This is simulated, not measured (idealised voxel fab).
This section sets out a process module, namely voxel local oxidation.
Each square cell in cross-section cut measures 5 nm, and the section as a whole is 220 nm wide.
For the purposes of this document, a cross-section shall be understood as a grid of square cells, specified as bands listed in top-to-bottom order, each band consisting of one or more rows of cells. This entry defines a band. It first specifies the height of the band's top and the height of its bottom in nm, and then specifies the band's materials from left to right, stating each material with its width in nm. The word "throughout" identifies a single material that fills the band from edge to edge, while the word "blank" identifies empty space. Height 0 is the level under which the wafer as received is all one material. The lowest band goes on downwards, as in "0..down". Per-row width for "30..40": begins at first number (top row of band), ends at second number (bottom row), increment between rows held constant. Step marked "identical to before"? Then no cell in the cross-section changed in it. The list in "Sealed internal voids" covers empty spaces of 8 cells or more that cannot reach the top through any open way, and it gives each as width x height at distance; the distance is from the left edge, and width, height and distance are in nm. On each step's line, the part that comes after the settings is the simulator's own comment on the step. The setting "overlay nm" may be written on the line of a step. When the step uses a mask, the value reports how far to the right of the planned place the mask lay, and a negative value reports that it lay to the left.
plan:
1,RECEIVE, material Si
2,OXIDIZE, depth nm 5
3,CONFORMAL_DEP, material SiN, thk nm 15
4,PATTERN, tone cover, mask id ACTIVE, material resist, width nm 110, thk nm 15, overlay nm 0
5,DIRECTIONAL_ETCH, etch materials SiN, depth nm 15
6,STRIP, etch materials resist
7,SELECTIVE_ETCH, etch materials SiO2, depth nm 5
8,OXIDIZE, depth nm 10
9,STRIP, etch materials SiN
Of two wafers, the first: run according to plan:
Incoming wafer in cross-section (state: after step 1):
* 0..down | Si throughout
* Sealed internal voids: none
So this is the wafer cross-section right after step 2:
* 0..-5 | SiO2 throughout
* Beneath the level -5, the cross-section is identical to its previous state.
So this is the wafer cross-section right after step 3:
* 15..0 | SiN throughout
* Beneath the level 0, the cross-section is identical to its previous state.
So this is the wafer cross-section right after step 4:
* 30..15 | blank 55 nm  resist 110 nm  blank 55 nm
* Beneath the level 15, the cross-section is identical to its previous state.
So this is the wafer cross-section right after step 5:
* 30..15 | blank 55 nm  resist 110 nm  blank 55 nm
* 15..0 | blank 55 nm  SiN 110 nm  blank 55 nm
* Beneath the level 0, the cross-section is identical to its previous state.
So this is the wafer cross-section right after step 6:
* 15..0 | blank 55 nm  SiN 110 nm  blank 55 nm
* Beneath the level 0, the cross-section is identical to its previous state.
So this is the wafer cross-section right after step 7:
* 15..0 | blank 55 nm  SiN 110 nm  blank 55 nm
* 0..-5 | blank 60 nm  SiO2 100 nm  blank 60 nm
* Beneath the level -5, the cross-section is identical to its previous state.
So this is the wafer cross-section right after step 8:
* 15..0 | blank 55 nm  SiN 110 nm  blank 55 nm
* 0..-5 | blank 60 nm  SiO2 100 nm  blank 60 nm
* -5..-15 | SiO2 70 nm  Si 80 nm  SiO2 70 nm
* Beneath the level -15, the cross-section is identical to its previous state.
So this is the wafer cross-section right after step 9:
* 0..-5 | blank 60 nm  SiO2 100 nm  blank 60 nm
* Beneath the level -5, the cross-section is identical to its previous state.
Second Wafer (Identical Start and Plan, One Processing Error; Matches First Wafer Through Step 6):
Second wafer profile in section, at the moment step 7 of the plan was meant to be complete:
* 15..0 | blank 55 nm  SiN 110 nm  blank 55 nm
* 0..-5 | blank 70 nm  SiO2 80 nm  blank 70 nm
* Beneath the level -5, the cross-section is identical to its previous state.
Second wafer profile in section, at the moment step 8 of the plan was meant to be complete:
* 15..0 | blank 55 nm  SiN 110 nm  blank 55 nm
* 0..-5 | blank 70 nm  SiO2 80 nm  blank 70 nm
* -5..-15 | SiO2 80 nm  Si 60 nm  SiO2 80 nm
* Beneath the level -15, the cross-section is identical to its previous state.
Second wafer profile in section, at the moment step 9 of the plan was meant to be complete:
* 0..-5 | blank 70 nm  SiO2 80 nm  blank 70 nm
* Beneath the level -5, the cross-section is identical to its previous state.
What was the processing mistake? off-plan run, step 7, actual operation and settings SELECTIVE_ETCH, etch materials SiO2, depth nm 15
End of process, cell counts, second wafer against first, materials with more or fewer: Si -8; SiO2 +4
